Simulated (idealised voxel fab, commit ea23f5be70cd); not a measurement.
The process module that follows is named voxel wiring stack.
The width of the displayed cross-section, cut, is 160 nm; its cells are square, with a size of 5 nm.
Heads up, the way a cross-section reads in here is a grid of square cells, handed over as bands from the top down, with every band being one or more rows of cells. Within each band entry, the heights of the top and of the bottom of the band appear first, in that order and in nm; the materials of the band then follow from left to right, each with its corresponding width in nm. The designation "edge to edge" on a single material indicates that it fills the band from edge to edge; the designation "empty" indicates empty space. Height datum 0, below which the as-received substrate wafer is one material. Lowest band open at the bottom, running downward: "0 -> down". Note: "30->40" means the width goes from the first number (top row of the band) to the second number (bottom row) in equal steps per row of cells. Step marked "nothing got changed"? Then no cell in the cross-section changed in it. The label "Closed internal cavities" introduces a list of the empty spaces, 8 cells or larger, that have no open way up to the top; each entry in it reads width x height at distance, where the distance is taken from the left edge and all three are stated in nm. Note: text after step settings on the step line = simulator remark on that step. You can add "overlay nm" to a step's line. For a step with a mask, it describes how far the mask lay to the right of its planned position, and a negative number describes a lay to the left.
Planned process steps:
1) RECEIVE: material Si
2) CONFORMAL_DEP: material SiO2, thk nm 15
3) CONFORMAL_DEP: material SiN, thk nm 5
4) DIRECTIONAL_DEP: material SiO2, thk nm 15
5) PATTERN: tone open, mask id METAL_1, material resist, width nm 30, pitch nm 45, thk nm 15, overlay nm 0
6) DIRECTIONAL_ETCH: etch materials SiO2, depth nm 15
7) DIRECTIONAL_ETCH: etch materials SiN, depth nm 5
8) STRIP: etch materials resist
9) CONFORMAL_DEP: material TiN, thk nm 5
10) FILL_DEP: material W, thk nm 10
11) CMP: height nm 35
12) CONFORMAL_DEP: material SiCN, thk nm 5
13) DIRECTIONAL_DEP: material SiO2, thk nm 20
14) PATTERN: tone open, mask id PLUG_1, material resist, width nm 15, thk nm 15, overlay nm 0
15) DIRECTIONAL_ETCH: etch materials SiO2, depth nm 20
16) DIRECTIONAL_ETCH: etch materials SiCN, depth nm 5
17) STRIP: etch materials resist
18) EPI: material Ru, thk nm 10
19) EPI: material Ru, thk nm 10
20) EPI: material Ru, thk nm 5
21) CONFORMAL_DEP: material SiCN, thk nm 5
22) DIRECTIONAL_DEP: material SiO2, thk nm 15
23) PATTERN: tone open, mask id METAL_2, material resist, width nm 30, pitch nm 45, thk nm 20, overlay nm 0
24) DIRECTIONAL_ETCH: etch materials SiO2, depth nm 15
25) DIRECTIONAL_ETCH: etch materials SiCN, depth nm 5
26) STRIP: etch materials resist
27) CONFORMAL_DEP: material TiN, thk nm 5
28) FILL_DEP: material Ru, thk nm 5
29) CMP: height nm 80
30) CONFORMAL_DEP: material SiCN, thk nm 5
31) DIRECTIONAL_DEP: material lowk, thk nm 15
32) PATTERN: tone open, mask id PLUG_2, material resist, width nm 15, thk nm 15, overlay nm 0
33) DIRECTIONAL_ETCH: etch materials lowk, depth nm 15
34) DIRECTIONAL_ETCH: etch materials SiCN, depth nm 5
35) STRIP: etch materials resist
36) CONFORMAL_DEP: material TiN, thk nm 5
37) FILL_DEP: material Ru, thk nm 10
38) CMP: height nm 100
39) CONFORMAL_DEP: material SiN, thk nm 5
40) DIRECTIONAL_DEP: material lowk, thk nm 25
41) PATTERN: tone open, mask id METAL_3, material resist, width nm 30, pitch nm 45, thk nm 15, overlay nm 0
42) DIRECTIONAL_ETCH: etch materials lowk, depth nm 25
43) DIRECTIONAL_ETCH: etch materials SiN, depth nm 5
44) STRIP: etch materials resist
45) CONFORMAL_DEP: material TiN, thk nm 5
46) FILL_DEP: material W, thk nm 10
47) CMP: height nm 130
48) CONFORMAL_DEP: material SiCN, thk nm 5
Incoming wafer in cross-section (state: after step 1):
0 -> down  Si edge to edge
Closed internal cavities: none
Looking at the first of two wafers in cross-section at end of module - ran to plan:
135 -> 130  SiCN edge to edge
130 -> 105  lowk (40) | TiN (5) | W (20) | TiN (5) | lowk (15) | TiN (5) | W (20) | TiN (5) | lowk (45)
105 -> 100  SiN (40) | TiN (30) | SiN (15) | TiN (30) | SiN (45)
100 -> 85  lowk (40) | TiN (5) | Ru (5) | TiN (5) | lowk (105)
85 -> 80  SiCN (40) | TiN (15) | SiCN (105)
80 -> 65  SiO2 (40) | TiN (5) | Ru (20) | TiN (5) | SiO2 (15) | TiN (5) | Ru (20) | TiN (5) | SiO2 (45)
65 -> 60  SiCN (40) | TiN (30) | SiCN (15) | TiN (30) | SiCN (45)
60 -> 40  SiO2 (40) | Ru (15) | SiO2 (105)
40 -> 35  SiCN (40) | Ru (15) | SiCN (105)
35 -> 20  SiO2 (40) | TiN (5) | W (20) | TiN (5) | SiO2 (15) | TiN (5) | W (20) | TiN (5) | SiO2 (45)
20 -> 15  SiN (40) | TiN (30) | SiN (15) | TiN (30) | SiN (45)
15 -> 0  SiO2 edge to edge
0 -> down  Si edge to edge
Closed internal cavities: none
Wafer two, end of module, cross-section. Same start, same plan as wafer one. One mistake in the run:
135 -> 130  SiCN edge to edge
130 -> 125  TiN (45) | W (20) | TiN (25) | W (20) | TiN (50)
125 -> 100  lowk (40) | TiN (5) | W (20) | TiN (5) | lowk (15) | TiN (5) | W (20) | TiN (5) | lowk (45)
100 -> 95  SiN (40) | TiN (30) | SiN (15) | TiN (30) | SiN (45)
95 -> 85  lowk (40) | TiN (5) | Ru (5) | TiN (5) | lowk (105)
85 -> 80  SiCN (40) | TiN (15) | SiCN (105)
80 -> 65  SiO2 (40) | TiN (5) | Ru (20) | TiN (5) | SiO2 (15) | TiN (5) | Ru (20) | TiN (5) | SiO2 (45)
65 -> 60  SiCN (40) | TiN (30) | SiCN (15) | TiN (30) | SiCN (45)
60 -> 40  SiO2 (40) | Ru (15) | SiO2 (105)
40 -> 35  SiCN (40) | Ru (15) | SiCN (105)
35 -> 20  SiO2 (40) | TiN (5) | W (20) | TiN (5) | SiO2 (15) | TiN (5) | W (20) | TiN (5) | SiO2 (45)
20 -> 15  SiN (40) | TiN (30) | SiN (15) | TiN (30) | SiN (45)
15 -> 0  SiO2 edge to edge
0 -> down  Si edge to edge
Closed internal cavities: none
Which mistake was made when the wafer was run? not per plan at step 38, really ran CMP: height nm 95
Per the end-of-run cell counts, the second wafer holds more or fewer of some materials than the first: -1 Ru; +22 TiN; +8 W; -29 lowk
